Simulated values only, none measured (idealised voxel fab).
Process module heading - voxel gate over fins
The width of the displayed cross-section, cut, is 230 nm; its cells are square, with a size of 5 nm.
Heads up, the way a cross-section reads in here is a grid of square cells, handed over as bands from the top down, with every band being one or more rows of cells.
First you get the band's top height and its bottom height, in nm, and then the materials it's made of, left to right, with each width in nm. If you see a single material with "everywhere", that one covers the band edge to edge. "blank" is empty space.
Zero point of the height axis is 0; under it, received wafer = one material. Lowest band: continues down indefinitely, "z 0 and below".
You'd read "30 to 40" like this: the band's top row of cells is as wide as the first number, its bottom row is as wide as the second, and going down, every row changes width by the same amount as the row before did.
Key: "no alteration" - step with no changed cell in the cross-section.
You'll see "Cavities, closed" listing empty spaces that have no way open to the top, as long as they're 8 cells or more; the notation is width x height at distance, where the distance is from the left edge, and all of it is in nm.
after a step's settings: what the simulator itself notes on the step
Regarding "overlay nm": on a step with a mask, it is the distance the mask lay to the right of its planned place; a negative value places it to the left.
**Process steps (planned)**
step 1: RECEIVE, material Si
step 2: CONFORMAL_DEP, material SiN, thk nm 5
step 3: MASKED_ETCH, tone cover, mask id FINS, width nm 15, pitch nm 45, etch materials SiN, depth nm 5, overlay nm 0
step 4: MASKED_ETCH, tone cover, mask id FINS, width nm 15, pitch nm 45, etch materials Si, depth nm 40, overlay nm 0
step 5: FILL_DEP, material SiO2, thk nm 5
step 6: CMP, height nm 5
step 7: SELECTIVE_ETCH, etch materials SiO2, depth nm 15
step 8: STRIP, etch materials SiN
step 9: CONFORMAL_DEP, material HfO2, thk nm 5
step 10: CONFORMAL_DEP, material TiN, thk nm 5
step 11: FILL_DEP, material W, thk nm 10
step 12: CMP, height nm 15
step 13: CONFORMAL_DEP, material SiCN, thk nm 5
**First out of two wafers; run went to plan**
**Cross-section of the wafer as it came to us, i.e., already through step 1**
> z 0 and below: Si everywhere
> Cavities, closed: none
**Take a look at the wafer's cross-section after step 2**
> z 5 to 0: SiN everywhere
> Below 0 it's all the same as before, nothing changed down there.
**Take a look at the wafer's cross-section after step 3**
> z 5 to 0: blank: 85, SiN: 15, blank: 30, SiN: 15, blank: 85
> Below 0 it's all the same as before, nothing changed down there.
**Take a look at the wafer's cross-section after step 4**
> z 5 to 0: blank: 85, SiN: 15, blank: 30, SiN: 15, blank: 85
> z 0 to -40: blank: 85, Si: 15, blank: 30, Si: 15, blank: 85
> Below -40 it's all the same as before, nothing changed down there.
**Take a look at the wafer's cross-section after step 5**
> z 10 to 5: SiO2 everywhere
> z 5 to 0: SiO2: 85, SiN: 15, SiO2: 30, SiN: 15, SiO2: 85
> z 0 to -40: SiO2: 85, Si: 15, SiO2: 30, Si: 15, SiO2: 85
> Below -40 it's all the same as before, nothing changed down there.
**Take a look at the wafer's cross-section after step 6**
> z 5 to 0: SiO2: 85, SiN: 15, SiO2: 30, SiN: 15, SiO2: 85
> Below 0 it's all the same as before, nothing changed down there.
**Take a look at the wafer's cross-section after step 7**
> z 5 to 0: blank: 85, SiN: 15, blank: 30, SiN: 15, blank: 85
> z 0 to -10: blank: 85, Si: 15, blank: 30, Si: 15, blank: 85
> Below -10 it's all the same as before, nothing changed down there.
**Take a look at the wafer's cross-section after step 8**
> z 0 to -10: blank: 85, Si: 15, blank: 30, Si: 15, blank: 85
> Below -10 it's all the same as before, nothing changed down there.
**Take a look at the wafer's cross-section after step 9**
> z 5 to 0: blank: 80, HfO2: 25, blank: 20, HfO2: 25, blank: 80
> z 0 to -5: blank: 80, HfO2: 5, Si: 15, HfO2: 5, blank: 20, HfO2: 5, Si: 15, HfO2: 5, blank: 80
> z -5 to -10: HfO2: 85, Si: 15, HfO2: 30, Si: 15, HfO2: 85
> Below -10 it's all the same as before, nothing changed down there.
**Take a look at the wafer's cross-section after step 10**
> z 10 to 5: blank: 75, TiN: 35, blank: 10, TiN: 35, blank: 75
> z 5 to 0: blank: 75, TiN: 5, HfO2: 25, TiN: 5, blank: 10, TiN: 5, HfO2: 25, TiN: 5, blank: 75
> z 0 to -5: TiN: 80, HfO2: 5, Si: 15, HfO2: 5, TiN: 20, HfO2: 5, Si: 15, HfO2: 5, TiN: 80
> Below -5 it's all the same as before, nothing changed down there.
**Take a look at the wafer's cross-section after step 11**
> z 20 to 10: W everywhere
> z 10 to 5: W: 75, TiN: 35, W: 10, TiN: 35, W: 75
> z 5 to 0: W: 75, TiN: 5, HfO2: 25, TiN: 5, W: 10, TiN: 5, HfO2: 25, TiN: 5, W: 75
> Below 0 it's all the same as before, nothing changed down there.
**Take a look at the wafer's cross-section after step 12**
> z 15 to 10: W everywhere
> Below 10 it's all the same as before, nothing changed down there.
**Take a look at the wafer's cross-section after step 13**
> z 20 to 15: SiCN everywhere
> Below 15 it's all the same as before, nothing changed down there.
**Second wafer. Start and plan as for the first. One mistake made in running. Agrees with the first up to and including step 9**
**Cross-section of the second wafer at the time step 10 of the plan should have ended**
> z 10 to 0: blank: 75, HfO2: 35, blank: 10, HfO2: 35, blank: 75
> z 0 to -10: HfO2: 85, Si: 15, HfO2: 30, Si: 15, HfO2: 85
> Below -10 it's all the same as before, nothing changed down there.
**Cross-section of the second wafer at the time step 11 of the plan should have ended**
> z 20 to 10: W everywhere
> z 10 to 0: W: 75, HfO2: 35, W: 10, HfO2: 35, W: 75
> Below 0 it's all the same as before, nothing changed down there.
**Cross-section of the second wafer at the time step 12 of the plan should have ended**
> z 15 to 10: W everywhere
> Below 10 it's all the same as before, nothing changed down there.
**Cross-section of the second wafer at the time step 13 of the plan should have ended**
> z 20 to 15: SiCN everywhere
> Below 15 it's all the same as before, nothing changed down there.
In executing the process, a mistake was made relative to the plan: note that step 10 departed from the planned setting and was carried out as CONFORMAL_DEP, material HfO2, thk nm 5
FYI, end of process, the second wafer has more or fewer cells of some materials than the first: 54 more of HfO2 | 54 fewer of TiN
